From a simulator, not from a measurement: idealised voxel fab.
This section sets out a process module, namely voxel self aligned vias.
This is section cut - it's 225 nm across, gridded in 5 nm square cells.
How to read a cross-section here: the picture is a grid of square cells, written as bands going from the top down, and any band can span one or more rows of cells. Within each band entry, the heights of the top and of the bottom of the band appear first, in that order and in nm; the materials of the band then follow from left to right, each with its corresponding width in nm. The designation "full width" on a single material indicates that it fills the band from edge to edge; the designation "air" indicates empty space. Measure heights from 0. That's the level where, below it, the as-received wafer is all one material. The lowest band is bottomless and extends downward; write it as in "0 -> down". Top row gets the first number, bottom row gets the second, and each row in between changes by the same step: that is how a band width like "30->40" works. When a step is marked "remained unchanged", none of the cells in the cross-section changed during that step. "Trapped voids": sealed empty spaces, 8 cells or more, no open way to top, listed width x height at distance, with distance from the left edge and width, height and distance in nm. Post-settings text on a step line: simulator's own remark regarding the step. "overlay nm" denotes, for a step that has a mask, the displacement of the mask to the right of its planned place, with negative values corresponding to the left.
Planned step list for the process
1) op RECEIVE | material Si
2) op CONFORMAL_DEP | material SiO2 | thk nm 15
3) op CONFORMAL_DEP | material SiCN | thk nm 5
4) op DIRECTIONAL_DEP | material lowk | thk nm 25
5) op DIRECTIONAL_DEP | material aC | thk nm 10
6) op PATTERN | tone open | mask id LINES | material resist | width nm 20 | pitch nm 65 | thk nm 25 | overlay nm 0
7) op DIRECTIONAL_ETCH | etch materials aC | depth nm 10
8) op STRIP | etch materials resist
9) op DIRECTIONAL_ETCH | etch materials lowk | depth nm 25
10) op STRIP | etch materials aC
11) op CONFORMAL_DEP | material TiN | thk nm 5
12) op FILL_DEP | material Ru | thk nm 10
13) op CMP | height nm 45
14) op SELECTIVE_ETCH | etch materials W Ru TiN | depth nm 5
15) op FILL_DEP | material SiN | thk nm 10
16) op CMP | height nm 45
17) op DIRECTIONAL_DEP | material lowk | thk nm 15
18) op DIRECTIONAL_DEP | material aC | thk nm 15
19) op PATTERN | tone open | mask id VIAS | material resist | width nm 40 | pitch nm 130 | thk nm 30 | overlay nm 0
20) op DIRECTIONAL_ETCH | etch materials aC | depth nm 15
21) op STRIP | etch materials resist
22) op DIRECTIONAL_ETCH | etch materials lowk | depth nm 15
23) op DIRECTIONAL_ETCH | etch materials SiN | depth nm 5
24) op STRIP | etch materials aC
25) op CONFORMAL_DEP | material TiN | thk nm 5
26) op FILL_DEP | material Cu | thk nm 5
27) op CMP | height nm 60
28) op CONFORMAL_DEP | material SiN | thk nm 5
Below: the first of two wafers, run as planned
As-received state of the wafer in cross-section, equivalent to post-step 1
0 -> down | Si full width
Trapped voids: none
After step 2: wafer cross-section
15 -> 0 | SiO2 full width
Below 0 it's all the same as before, nothing changed down there.
After step 3: wafer cross-section
20 -> 15 | SiCN full width
Below 15 it's all the same as before, nothing changed down there.
After step 4: wafer cross-section
45 -> 20 | lowk full width
Below 20 it's all the same as before, nothing changed down there.
After step 5: wafer cross-section
55 -> 45 | aC full width
Below 45 it's all the same as before, nothing changed down there.
After step 6: wafer cross-section
80 -> 55 | 35 nm resist; 20 nm air; 45 nm resist; 20 nm air; 45 nm resist; 20 nm air; 40 nm resist
Below 55 it's all the same as before, nothing changed down there.
After step 7: wafer cross-section
70 -> 55 | 35 nm resist; 20 nm air; 45 nm resist; 20 nm air; 45 nm resist; 20 nm air; 40 nm resist
55 -> 45 | 35 nm aC; 20 nm air; 45 nm aC; 20 nm air; 45 nm aC; 20 nm air; 40 nm aC
Below 45 it's all the same as before, nothing changed down there.
After step 8: wafer cross-section
55 -> 45 | 35 nm aC; 20 nm air; 45 nm aC; 20 nm air; 45 nm aC; 20 nm air; 40 nm aC
Below 45 it's all the same as before, nothing changed down there.
After step 9: wafer cross-section
55 -> 45 | 35 nm aC; 20 nm air; 45 nm aC; 20 nm air; 45 nm aC; 20 nm air; 40 nm aC
45 -> 20 | 35 nm lowk; 20 nm air; 45 nm lowk; 20 nm air; 45 nm lowk; 20 nm air; 40 nm lowk
Below 20 it's all the same as before, nothing changed down there.
After step 10: wafer cross-section
45 -> 20 | 35 nm lowk; 20 nm air; 45 nm lowk; 20 nm air; 45 nm lowk; 20 nm air; 40 nm lowk
Below 20 it's all the same as before, nothing changed down there.
After step 11: wafer cross-section
50 -> 45 | 40 nm TiN; 10 nm air; 55 nm TiN; 10 nm air; 55 nm TiN; 10 nm air; 45 nm TiN
45 -> 25 | 35 nm lowk; 5 nm TiN; 10 nm air; 5 nm TiN; 45 nm lowk; 5 nm TiN; 10 nm air; 5 nm TiN; 45 nm lowk; 5 nm TiN; 10 nm air; 5 nm TiN; 40 nm lowk
25 -> 20 | 35 nm lowk; 20 nm TiN; 45 nm lowk; 20 nm TiN; 45 nm lowk; 20 nm TiN; 40 nm lowk
Below 20 it's all the same as before, nothing changed down there.
After step 12: wafer cross-section
60 -> 50 | Ru full width
50 -> 45 | 40 nm TiN; 10 nm Ru; 55 nm TiN; 10 nm Ru; 55 nm TiN; 10 nm Ru; 45 nm TiN
45 -> 25 | 35 nm lowk; 5 nm TiN; 10 nm Ru; 5 nm TiN; 45 nm lowk; 5 nm TiN; 10 nm Ru; 5 nm TiN; 45 nm lowk; 5 nm TiN; 10 nm Ru; 5 nm TiN; 40 nm lowk
Below 25 it's all the same as before, nothing changed down there.
After step 13: wafer cross-section
45 -> 25 | 35 nm lowk; 5 nm TiN; 10 nm Ru; 5 nm TiN; 45 nm lowk; 5 nm TiN; 10 nm Ru; 5 nm TiN; 45 nm lowk; 5 nm TiN; 10 nm Ru; 5 nm TiN; 40 nm lowk
Below 25 it's all the same as before, nothing changed down there.
After step 14: wafer cross-section
45 -> 40 | 35 nm lowk; 20 nm air; 45 nm lowk; 20 nm air; 45 nm lowk; 20 nm air; 40 nm lowk
Below 40 it's all the same as before, nothing changed down there.
After step 15: wafer cross-section
55 -> 45 | SiN full width
45 -> 40 | 35 nm lowk; 20 nm SiN; 45 nm lowk; 20 nm SiN; 45 nm lowk; 20 nm SiN; 40 nm lowk
Below 40 it's all the same as before, nothing changed down there.
After step 16: wafer cross-section
45 -> 40 | 35 nm lowk; 20 nm SiN; 45 nm lowk; 20 nm SiN; 45 nm lowk; 20 nm SiN; 40 nm lowk
Below 40 it's all the same as before, nothing changed down there.
After step 17: wafer cross-section
60 -> 45 | lowk full width
Below 45 it's all the same as before, nothing changed down there.
After step 18: wafer cross-section
75 -> 60 | aC full width
Below 60 it's all the same as before, nothing changed down there.
After step 19: wafer cross-section
105 -> 75 | 25 nm resist; 40 nm air; 90 nm resist; 40 nm air; 30 nm resist
Below 75 it's all the same as before, nothing changed down there.
After step 20: wafer cross-section
90 -> 75 | 25 nm resist; 40 nm air; 90 nm resist; 40 nm air; 30 nm resist
75 -> 60 | 25 nm aC; 40 nm air; 90 nm aC; 40 nm air; 30 nm aC
Below 60 it's all the same as before, nothing changed down there.
After step 21: wafer cross-section
75 -> 60 | 25 nm aC; 40 nm air; 90 nm aC; 40 nm air; 30 nm aC
Below 60 it's all the same as before, nothing changed down there.
After step 22: wafer cross-section
75 -> 60 | 25 nm aC; 40 nm air; 90 nm aC; 40 nm air; 30 nm aC
60 -> 45 | 25 nm lowk; 40 nm air; 90 nm lowk; 40 nm air; 30 nm lowk
Below 45 it's all the same as before, nothing changed down there.
After step 23: wafer cross-section
75 -> 60 | 25 nm aC; 40 nm air; 90 nm aC; 40 nm air; 30 nm aC
60 -> 45 | 25 nm lowk; 40 nm air; 90 nm lowk; 40 nm air; 30 nm lowk
45 -> 40 | 35 nm lowk; 20 nm air; 45 nm lowk; 20 nm SiN; 45 nm lowk; 20 nm air; 40 nm lowk
Below 40 it's all the same as before, nothing changed down there.
After step 24: wafer cross-section
60 -> 45 | 25 nm lowk; 40 nm air; 90 nm lowk; 40 nm air; 30 nm lowk
Below 45 it's all the same as before, nothing changed down there.
After step 25: wafer cross-section
65 -> 60 | 30 nm TiN; 30 nm air; 100 nm TiN; 30 nm air; 35 nm TiN
60 -> 50 | 25 nm lowk; 5 nm TiN; 30 nm air; 5 nm TiN; 90 nm lowk; 5 nm TiN; 30 nm air; 5 nm TiN; 30 nm lowk
50 -> 45 | 25 nm lowk; 15 nm TiN; 10 nm air; 15 nm TiN; 90 nm lowk; 15 nm TiN; 10 nm air; 15 nm TiN; 30 nm lowk
45 -> 40 | 35 nm lowk; 20 nm TiN; 45 nm lowk; 20 nm SiN; 45 nm lowk; 20 nm TiN; 40 nm lowk
Below 40 it's all the same as before, nothing changed down there.
After step 26: wafer cross-section
70 -> 65 | Cu full width
65 -> 60 | 30 nm TiN; 30 nm Cu; 100 nm TiN; 30 nm Cu; 35 nm TiN
60 -> 50 | 25 nm lowk; 5 nm TiN; 30 nm Cu; 5 nm TiN; 90 nm lowk; 5 nm TiN; 30 nm Cu; 5 nm TiN; 30 nm lowk
50 -> 45 | 25 nm lowk; 15 nm TiN; 10 nm Cu; 15 nm TiN; 90 nm lowk; 15 nm TiN; 10 nm Cu; 15 nm TiN; 30 nm lowk
Below 45 it's all the same as before, nothing changed down there.
After step 27: wafer cross-section
60 -> 50 | 25 nm lowk; 5 nm TiN; 30 nm Cu; 5 nm TiN; 90 nm lowk; 5 nm TiN; 30 nm Cu; 5 nm TiN; 30 nm lowk
Below 50 it's all the same as before, nothing changed down there.
After step 28: wafer cross-section
65 -> 60 | SiN full width
Below 60 it's all the same as before, nothing changed down there.
Second wafer: like start, like plan, one mistake. Through step 21 it matches the first wafer
At the planned end of step 22, the second wafer in cross-section
75 -> 60 | 25 nm aC; 40 nm air; 90 nm aC; 40 nm air; 30 nm aC
60 -> 45 | 25 nm lowk; 40 nm air; 90 nm lowk; 40 nm air; 30 nm lowk
45 -> 40 | 25 nm lowk; 10 nm air; 20 nm SiN; 10 nm air; 35 nm lowk; 20 nm SiN; 35 nm lowk; 10 nm air; 20 nm SiN; 10 nm air; 30 nm lowk
40 -> 30 | 25 nm lowk; 10 nm air; 5 nm TiN; 10 nm Ru; 5 nm TiN; 10 nm air; 35 nm lowk; 5 nm TiN; 10 nm Ru; 5 nm TiN; 35 nm lowk; 10 nm air; 5 nm TiN; 10 nm Ru; 5 nm TiN; 10 nm air; 30 nm lowk
Below 30 it's all the same as before, nothing changed down there.
At the planned end of step 23, the second wafer in cross-section
75 -> 60 | 25 nm aC; 40 nm air; 90 nm aC; 40 nm air; 30 nm aC
60 -> 45 | 25 nm lowk; 40 nm air; 90 nm lowk; 40 nm air; 30 nm lowk
45 -> 40 | 25 nm lowk; 40 nm air; 35 nm lowk; 20 nm SiN; 35 nm lowk; 40 nm air; 30 nm lowk
Below 40 it's all the same as before, nothing changed down there.
At the planned end of step 24, the second wafer in cross-section
60 -> 45 | 25 nm lowk; 40 nm air; 90 nm lowk; 40 nm air; 30 nm lowk
Below 45 it's all the same as before, nothing changed down there.
At the planned end of step 25, the second wafer in cross-section
65 -> 60 | 30 nm TiN; 30 nm air; 100 nm TiN; 30 nm air; 35 nm TiN
60 -> 45 | 25 nm lowk; 5 nm TiN; 30 nm air; 5 nm TiN; 90 nm lowk; 5 nm TiN; 30 nm air; 5 nm TiN; 30 nm lowk
45 -> 40 | 25 nm lowk; 40 nm TiN; 35 nm lowk; 20 nm SiN; 35 nm lowk; 40 nm TiN; 30 nm lowk
40 -> 30 | 25 nm lowk; 15 nm TiN; 10 nm Ru; 15 nm TiN; 35 nm lowk; 5 nm TiN; 10 nm Ru; 5 nm TiN; 35 nm lowk; 15 nm TiN; 10 nm Ru; 15 nm TiN; 30 nm lowk
Below 30 it's all the same as before, nothing changed down there.
At the planned end of step 26, the second wafer in cross-section
70 -> 65 | Cu full width
65 -> 60 | 30 nm TiN; 30 nm Cu; 100 nm TiN; 30 nm Cu; 35 nm TiN
60 -> 45 | 25 nm lowk; 5 nm TiN; 30 nm Cu; 5 nm TiN; 90 nm lowk; 5 nm TiN; 30 nm Cu; 5 nm TiN; 30 nm lowk
Below 45 it's all the same as before, nothing changed down there.
At the planned end of step 27, the second wafer in cross-section
60 -> 45 | 25 nm lowk; 5 nm TiN; 30 nm Cu; 5 nm TiN; 90 nm lowk; 5 nm TiN; 30 nm Cu; 5 nm TiN; 30 nm lowk
Below 45 it's all the same as before, nothing changed down there.
At the planned end of step 28, the second wafer in cross-section
65 -> 60 | SiN full width
Below 60 it's all the same as before, nothing changed down there.
Nonconformance to the process plan: in the plan, step 22 was performed twice
Per the end-of-run cell counts, the second wafer holds more or fewer of some materials than the first: +8 Cu, +16 TiN, -24 lowk
